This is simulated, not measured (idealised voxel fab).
process module | voxel self aligned contacts
cross-section cut | 240 nm wide | cells 5 nm
A cross-section is a grid of square cells, given in bands from the top down. A band is one or more rows of cells.
Each band's line starts with the height of the band's top and of its bottom, in nm. Then come its materials from left to right, each with its width in nm. One material with "throughout" fills the band from edge to edge. "air" is empty space.
Height 0 is the level under which the wafer as received is all one material. The lowest band goes on downwards, as in "0 down".
A width such as "30 to 40" changes by the same amount from each row of cells to the next, from the band's top row to its bottom row.
"no change" after a step means that no cell of the cross-section changed.
closed voids: empty space of 8 cells or more with no open way to the top, each as width x height at its distance from the left edge, in nm
after a step's settings: what the simulator itself notes on the step
overlay nm, on a step with a mask: how far to the right of its planned place the mask lay; to the left if negative
plan
1 op RECEIVE | material Si
2 op OXIDIZE | depth nm 5
3 op DIRECTIONAL_DEP | material polySi | thk nm 30
4 op DIRECTIONAL_DEP | material SiN | thk nm 20
5 op PATTERN | tone cover | mask id GATE | material resist | width nm 25 | pitch nm 70 | thk nm 20 | overlay nm 0
6 op DIRECTIONAL_ETCH | etch materials SiN | depth nm 20
7 op DIRECTIONAL_ETCH | etch materials polySi | depth nm 30
8 op STRIP | etch materials resist
9 op CONFORMAL_DEP | material SiN | thk nm 10
10 op DIRECTIONAL_ETCH | etch materials SiN | depth nm 10
11 op FILL_DEP | material SiO2 | thk nm 10
12 op CMP | height nm 55
13 op PATTERN | tone open | mask id CONTACT | material resist | width nm 55 | thk nm 15 | overlay nm 0
14 op DIRECTIONAL_ETCH | etch materials SiO2 | depth nm 60
15 op STRIP | etch materials resist
16 op CONFORMAL_DEP | material TiN | thk nm 5
17 op FILL_DEP | material W | thk nm 10
18 op CMP | height nm 55
19 op CONFORMAL_DEP | material SiCN | thk nm 5
as received, after step 1
  0 down: Si throughout
  closed voids: none
a wafer at the end: this start, this plan, one mistake
  60 to 55: polySi throughout
  55 to 50: SiO2 90 | TiN 20 | W 15 | TiN 20 | SiO2 95
  50 to 30: SiO2 60 | SiN 45 | TiN 5 | W 15 | TiN 5 | SiN 45 | SiO2 65
  30 to 0: SiO2 60 | SiN 10 | polySi 25 | SiN 10 | TiN 5 | W 15 | TiN 5 | SiN 10 | polySi 25 | SiN 10 | SiO2 65
  0 to -5: SiO2 105 | TiN 25 | SiO2 110
  -5 down: Si throughout
  closed voids: none
what went wrong: step 19 ran as: op CONFORMAL_DEP | material polySi | thk nm 5
